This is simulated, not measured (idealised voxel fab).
Documented hereafter: the process module known as voxel air gaps.
Each square cell in cross-section cut measures 5 nm, and the section as a whole is 240 nm wide.
Bands, listed from the top down, are how a cross-section gets written in this document; the cross-section itself is a grid of square cells, and a band is one or more rows of them. Basically the band line says how high the top is and how high the bottom is, in nm, and then what's in it from left to right, every material with its width in nm. Empty space shows up as "blank", and if a single material carries "full width" it runs the full band edge to edge. Zero point of the height axis is 0; under it, received wafer = one material. Lowest band: continues down indefinitely, "0 down". The width entry "30..40" should be interpreted row by row: the top row of cells in the band takes the first number, the bottom row takes the second number, and the change between adjacent rows is uniform throughout. "no modification" -> step changed no cross-section cell. "Closed void listing" contains a list of empty spaces, each no smaller than 8 cells and without an open way to the top, written in the form width x height at distance with the distance from the left edge and all three in nm. If you see something after the settings on a step's line, that's the simulator's own remark about that step. overlay nm: mask right of planned place by this much (step with mask). Neg. = left.

PROCESS STEPS (PLANNED)
| 1 | RECEIVE: material Si |
| 2 | CONFORMAL_DEP: material SiO2, thk nm 15 |
| 3 | CONFORMAL_DEP: material SiCN, thk nm 5 |
| 4 | DIRECTIONAL_DEP: material SiO2, thk nm 40 |
| 5 | DIRECTIONAL_DEP: material aC, thk nm 10 |
| 6 | PATTERN: tone open, mask id LINES, material resist, width nm 25, pitch nm 50, thk nm 30, overlay nm 0 |
| 7 | DIRECTIONAL_ETCH: etch materials aC, depth nm 10 |
| 8 | STRIP: etch materials resist |
| 9 | DIRECTIONAL_ETCH: etch materials SiO2, depth nm 40 |
| 10 | STRIP: etch materials aC |
| 11 | CONFORMAL_DEP: material TiN, thk nm 5 |
| 12 | FILL_DEP: material Ru, thk nm 5 |
| 13 | CMP: height nm 60 |
| 14 | EPI: material Ru, thk nm 10 |
| 15 | SELECTIVE_ETCH: etch materials SiO2, depth nm 50 |
| 16 | CONFORMAL_DEP: material SiCN, thk nm 5 |

RECEIVED-STATE CROSS-SECTION, REFLECTING COMPLETION OF STEP 1
> 0 down = Si full width
> Closed void listing: none

HERE'S THE CROSS-SECTION OF THE FIRST OF OUR TWO WAFERS AT THE END OF THE MODULE - IT RAN AS PLANNED
> 75 to 70 = blank=40 / SiCN=155 / blank=45
> 70 to 60 = blank=40 / SiCN=5 / Ru=45 / SiCN=5 / Ru=45 / SiCN=5 / Ru=45 / SiCN=5 / blank=45
> 60 to 55 = blank=40 / SiCN=15 / TiN=5 / Ru=15 / TiN=5 / SiCN=25 / TiN=5 / Ru=15 / TiN=5 / SiCN=25 / TiN=5 / Ru=15 / TiN=5 / SiCN=15 / blank=45
> 55 to 25 = blank=50 / SiCN=5 / TiN=5 / Ru=15 / TiN=5 / SiCN=5 / blank=15 / SiCN=5 / TiN=5 / Ru=15 / TiN=5 / SiCN=5 / blank=15 / SiCN=5 / TiN=5 / Ru=15 / TiN=5 / SiCN=5 / blank=55
> 25 to 20 = SiCN=55 / TiN=25 / SiCN=25 / TiN=25 / SiCN=25 / TiN=25 / SiCN=60
> 20 to 15 = SiCN full width
> 15 to 0 = SiO2 full width
> 0 down = Si full width
> Closed void listing: 15 x 30 at 85; 15 x 30 at 135

END-OF-MODULE CROSS-SECTION OF THE SECOND WAFER: IDENTICAL STARTING POINT AND PROCESS PLAN TO THE FIRST, WITH ONE PROCESSING MISTAKE
> 75 to 70 = blank=40 / SiCN=155 / blank=45
> 70 to 60 = blank=40 / SiCN=5 / Ru=45 / SiCN=5 / Ru=45 / SiCN=5 / Ru=45 / SiCN=5 / blank=45
> 60 to 55 = blank=40 / SiCN=15 / TiN=5 / Ru=15 / TiN=5 / SiCN=25 / TiN=5 / Ru=15 / TiN=5 / SiCN=25 / TiN=5 / Ru=15 / TiN=5 / SiCN=15 / blank=45
> 55 to 30 = blank=50 / SiCN=5 / TiN=5 / Ru=15 / TiN=5 / SiCN=5 / blank=15 / SiCN=5 / TiN=5 / Ru=15 / TiN=5 / SiCN=5 / blank=15 / SiCN=5 / TiN=5 / Ru=15 / TiN=5 / SiCN=5 / blank=55
> 30 to 25 = SiCN=55 / TiN=25 / SiCN=25 / TiN=25 / SiCN=25 / TiN=25 / SiCN=60
> 25 to 20 = SiCN full width
> 20 to 0 = SiO2 full width
> 0 down = Si full width
> Closed void listing: 15 x 25 at 85; 15 x 25 at 135
It is concluded that the wafer was processed incorrectly with respect to the plan, in that contrary to plan, step 2 was performed as CONFORMAL_DEP: material SiO2, thk nm 20
Looking at both finished wafers in cells, the second ends up ahead of or behind the first on some materials: 9 fewer of Ru; 6 fewer of SiCN; 48 more of SiO2; 6 fewer of TiN
